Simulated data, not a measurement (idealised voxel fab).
The process module presented herein is designated voxel wiring stack.
In the cross-section labelled cut, the width is 250 nm and each square cell is 5 nm.
If you're reading a cross-section in this doc, picture square cells in a grid; it comes to you as bands, top ones listed first down to the bottom, and a band can be one or more rows of cells.
Top, bottom (nm), then materials left to right with widths (nm); lone material tagged "everywhere" fills the whole band edge to edge; "empty" = empty space.
Counting heights begins at 0, where everything beneath is, in the wafer as received, one material. The lowest band has no bottom; it goes on downwards, as "0..down" shows.
You'd read "30..40" like this: the band's top row of cells is as wide as the first number, its bottom row is as wide as the second, and going down, every row changes width by the same amount as the row before did.
Basically "identical to before" means that step didn't change any cell in the cross-section.
Closed empty spaces (no open way to the top) of 8 cells or more are what "Sealed void listing" lists, each as width x height at distance from the left edge, nm for all three.
If you see something after the settings on a step's line, that's the simulator's own remark about that step.
Each step line may optionally specify "overlay nm", which for a step with a mask gives the rightward distance between the mask's planned place and where it lay, a negative value indicating the leftward direction.

## plan
- 1: RECEIVE [material Si]
- 2: CONFORMAL_DEP [material SiO2] [thk nm 15]
- 3: CONFORMAL_DEP [material SiN] [thk nm 5]
- 4: DIRECTIONAL_DEP [material SiO2] [thk nm 15]
- 5: DIRECTIONAL_DEP [material aC] [thk nm 15]
- 6: PATTERN [tone open] [mask id METAL_1] [material resist] [width nm 30] [pitch nm 60] [thk nm 30] [overlay nm 0]
- 7: DIRECTIONAL_ETCH [etch materials aC] [depth nm 15]
- 8: STRIP [etch materials resist]
- 9: DIRECTIONAL_ETCH [etch materials SiO2] [depth nm 15]
- 10: DIRECTIONAL_ETCH [etch materials SiN] [depth nm 5]
- 11: STRIP [etch materials aC]
- 12: CONFORMAL_DEP [material TiN] [thk nm 5]
- 13: FILL_DEP [material Cu] [thk nm 10]
- 14: CMP [height nm 35]
- 15: EPI [material Ru] [thk nm 5]
- 16: FILL_DEP [material SiCN] [thk nm 5]
- 17: DIRECTIONAL_DEP [material SiO2] [thk nm 10]
- 18: DIRECTIONAL_DEP [material aC] [thk nm 15]
- 19: PATTERN [tone open] [mask id PLUG_1] [material resist] [width nm 15] [pitch nm 60] [thk nm 30] [overlay nm 0]
- 20: DIRECTIONAL_ETCH [etch materials aC] [depth nm 15]
- 21: STRIP [etch materials resist]
- 22: DIRECTIONAL_ETCH [etch materials SiO2] [depth nm 10]
- 23: DIRECTIONAL_ETCH [etch materials SiCN] [depth nm 5]
- 24: STRIP [etch materials aC]
- 25: EPI [material Ru] [thk nm 10]
- 26: EPI [material Ru] [thk nm 5]
- 27: CONFORMAL_DEP [material SiCN] [thk nm 5]
- 28: DIRECTIONAL_DEP [material lowk] [thk nm 20]
- 29: DIRECTIONAL_DEP [material aC] [thk nm 15]
- 30: PATTERN [tone open] [mask id METAL_2] [material resist] [width nm 30] [pitch nm 60] [thk nm 30] [overlay nm 0]
- 31: DIRECTIONAL_ETCH [etch materials aC] [depth nm 15]
- 32: STRIP [etch materials resist]
- 33: DIRECTIONAL_ETCH [etch materials lowk] [depth nm 20]
- 34: DIRECTIONAL_ETCH [etch materials SiCN] [depth nm 5]
- 35: STRIP [etch materials aC]
- 36: CONFORMAL_DEP [material TiN] [thk nm 5]
- 37: FILL_DEP [material W] [thk nm 10]
- 38: CMP [height nm 80]
- 39: CONFORMAL_DEP [material SiCN] [thk nm 5]
- 40: DIRECTIONAL_DEP [material SiO2] [thk nm 30]
- 41: DIRECTIONAL_DEP [material aC] [thk nm 15]
- 42: PATTERN [tone open] [mask id METAL_3_HOLES] [material resist] [width nm 15] [pitch nm 60] [thk nm 35] [overlay nm 0]
- 43: DIRECTIONAL_ETCH [etch materials aC] [depth nm 15]
- 44: STRIP [etch materials resist]
- 45: DIRECTIONAL_ETCH [etch materials SiO2] [depth nm 30]
- 46: STRIP [etch materials aC]
- 47: MASKED_ETCH [tone open] [mask id METAL_3] [width nm 30] [pitch nm 60] [etch materials SiO2] [depth nm 15] [overlay nm 0]
- 48: MASKED_ETCH [tone open] [mask id METAL_3] [width nm 30] [pitch nm 60] [etch materials SiCN] [depth nm 5] [overlay nm 0]
- 49: CONFORMAL_DEP [material TiN] [thk nm 5]
- 50: FILL_DEP [material Ru] [thk nm 10]
- 51: CMP [height nm 115]
- 52: CONFORMAL_DEP [material SiCN] [thk nm 5]
- 53: DIRECTIONAL_DEP [material lowk] [thk nm 25]
- 54: PATTERN [tone open] [mask id METAL_4_HOLES] [material resist] [width nm 15] [thk nm 15] [overlay nm 0]
- 55: DIRECTIONAL_ETCH [etch materials lowk] [depth nm 25]
- 56: STRIP [etch materials resist]
- 57: MASKED_ETCH [tone open] [mask id METAL_4] [width nm 30] [pitch nm 60] [etch materials lowk] [depth nm 15] [overlay nm 0]
- 58: MASKED_ETCH [tone open] [mask id METAL_4] [width nm 30] [pitch nm 60] [etch materials SiCN] [depth nm 5] [overlay nm 0]
- 59: CONFORMAL_DEP [material TiN] [thk nm 5]
- 60: FILL_DEP [material Cu] [thk nm 10]
- 61: CMP [height nm 145]
- 62: CONFORMAL_DEP [material SiCN] [thk nm 5]

## Received-state cross-section, reflecting completion of step 1
- 0..down | Si everywhere
- Sealed void listing: none

## Cross-section: first of two wafers, module finished, run according to plan
- 150..145 | SiCN everywhere
- 145..135 | lowk 80, TiN 5, Cu 20, TiN 5, lowk 30, TiN 5, Cu 20, TiN 5, lowk 80
- 135..130 | lowk 80, TiN 5, Cu 5, TiN 20, lowk 30, TiN 30, lowk 80
- 130..120 | lowk 80, TiN 5, Cu 5, TiN 5, lowk 155
- 120..115 | SiCN 80, TiN 15, SiCN 155
- 115..105 | SiO2 80, TiN 5, Ru 20, TiN 5, SiO2 30, TiN 5, Ru 20, TiN 5, SiO2 80
- 105..100 | SiO2 80, TiN 5, Ru 5, TiN 20, SiO2 30, TiN 5, Ru 5, TiN 20, SiO2 80
- 100..85 | SiO2 80, TiN 5, Ru 5, TiN 5, SiO2 45, TiN 5, Ru 5, TiN 5, SiO2 95
- 85..80 | SiCN 80, TiN 15, SiCN 45, TiN 15, SiCN 95
- 80..60 | lowk 80, TiN 5, W 20, TiN 5, lowk 30, TiN 5, W 20, TiN 5, lowk 80
- 60..55 | SiCN 80, TiN 30, SiCN 30, TiN 30, SiCN 80
- 55..45 | SiO2 80, Ru 15, SiO2 45, Ru 15, SiO2 95
- 45..35 | SiCN 80..75, Ru 15..40, SiCN 45..20, Ru 15..40, SiCN 95..75
- 35..20 | SiO2 80, TiN 5, Cu 20, TiN 5, SiO2 30, TiN 5, Cu 20, TiN 5, SiO2 80
- 20..15 | SiN 80, TiN 30, SiN 30, TiN 30, SiN 80
- 15..0 | SiO2 everywhere
- 0..down | Si everywhere
- Sealed void listing: none

## Cross-section, wafer two of two, end of module: same start and plan as wafer one, one error in execution
- 150..145 | SiCN everywhere
- 145..135 | lowk 80, TiN 5, Cu 20, TiN 5, lowk 30, TiN 5, Cu 20, TiN 5, lowk 80
- 135..130 | lowk 80, TiN 5, Cu 5, TiN 20, lowk 30, TiN 30, lowk 80
- 130..120 | lowk 80, TiN 5, Cu 5, TiN 5, lowk 155
- 120..115 | SiCN 80, TiN 15, SiCN 155
- 115..105 | SiO2 80, TiN 5, Ru 20, TiN 5, SiO2 30, TiN 5, Ru 20, TiN 5, SiO2 80
- 105..100 | SiO2 80, TiN 5, Ru 5, TiN 20, SiO2 30, TiN 5, Ru 5, TiN 20, SiO2 80
- 100..85 | SiO2 80, TiN 5, Ru 5, TiN 5, SiO2 45, TiN 5, Ru 5, TiN 5, SiO2 95
- 85..80 | SiCN 80, TiN 15, SiCN 45, TiN 15, SiCN 95
- 80..65 | lowk 80, TiN 5, W 20, TiN 5, lowk 30, TiN 5, W 20, TiN 5, lowk 80
- 65..60 | SiCN 80, TiN 30, SiCN 30, TiN 30, SiCN 80
- 60..50 | SiO2 80, SiCN 5, TiN 5, SiCN 5, SiO2 45, SiCN 5, TiN 5, SiCN 5, SiO2 95
- 50..45 | SiO2 everywhere
- 45..40 | SiCN everywhere
- 40..35 | SiCN 75, Ru 40, SiCN 20, Ru 40, SiCN 75
- 35..20 | SiO2 80, TiN 5, Cu 20, TiN 5, SiO2 30, TiN 5, Cu 20, TiN 5, SiO2 80
- 20..15 | SiN 80, TiN 30, SiN 30, TiN 30, SiN 80
- 15..0 | SiO2 everywhere
- 0..down | Si everywhere
- Sealed void listing: none
Deviation from plan: step 17 ran as: DIRECTIONAL_DEP [material SiO2] [thk nm 15]
Final wafer comparison in cells, second versus first, more or fewer per material: -18 Ru | +14 SiCN | +50 SiO2 | -8 W | -38 lowk
